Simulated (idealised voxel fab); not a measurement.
A process module follows: voxel lift off.
Cross-section cut spans 245 nm and uses square cells 5 nm in size.
Cross-section format: a grid of square cells, given as bands from top to bottom; each band is one or more rows of cells. It is stipulated that each band's entry specify, in nanometres, the height of the top of the band and then that of its bottom, followed by the materials of the band in left-to-right sequence, each together with its width in nanometres. A single material marked by the word "edge to edge" is understood to fill the band from edge to edge; the word "air" is understood to denote empty space. The reference from which all heights are counted is 0, the level beneath which the as-received wafer is entirely one material; the lowest band, having no lower bound, proceeds downward and is written after the example "0..down". With a width like "30..40", each row of cells in the band differs from the next by the same amount, the top row carrying the first number and the bottom row the second. Given "no alteration" for a step, no cell of the cross-section differs between before and after that step. In "Fully enclosed voids" the enclosed voids are listed, meaning empty spaces of 8 cells or larger without any opening to the top. The form is width x height at distance, distance from the left edge, units nm. Formally, on a step line, whatever follows the settings is a remark that the simulator itself makes on the step. For masked steps, "overlay nm" on the step line gives how far right of plan the mask actually lay; a minus sign means it lay to the left.
# The process steps that were planned are listed below
1 RECEIVE [material Si]
2 CONFORMAL_DEP [material SiO2] [thk nm 5]
3 PATTERN [tone open] [mask id LINES] [material resist] [width nm 30] [pitch nm 55] [thk nm 20] [overlay nm 0]
4 DIRECTIONAL_DEP [material Ru] [thk nm 10]
5 STRIP [etch materials resist]
6 CONFORMAL_DEP [material SiO2] [thk nm 5]
# Received-state cross-section, reflecting completion of step 1
> 0..down | Si edge to edge
> Fully enclosed voids: none
# Final cross-section, module run with one mistake (start and plan as above)
> 10..0 | SiO2 edge to edge
> 0..down | Si edge to edge
> Fully enclosed voids: none
Error vs. plan: yeah, step 4 of the plan got skipped, never ran
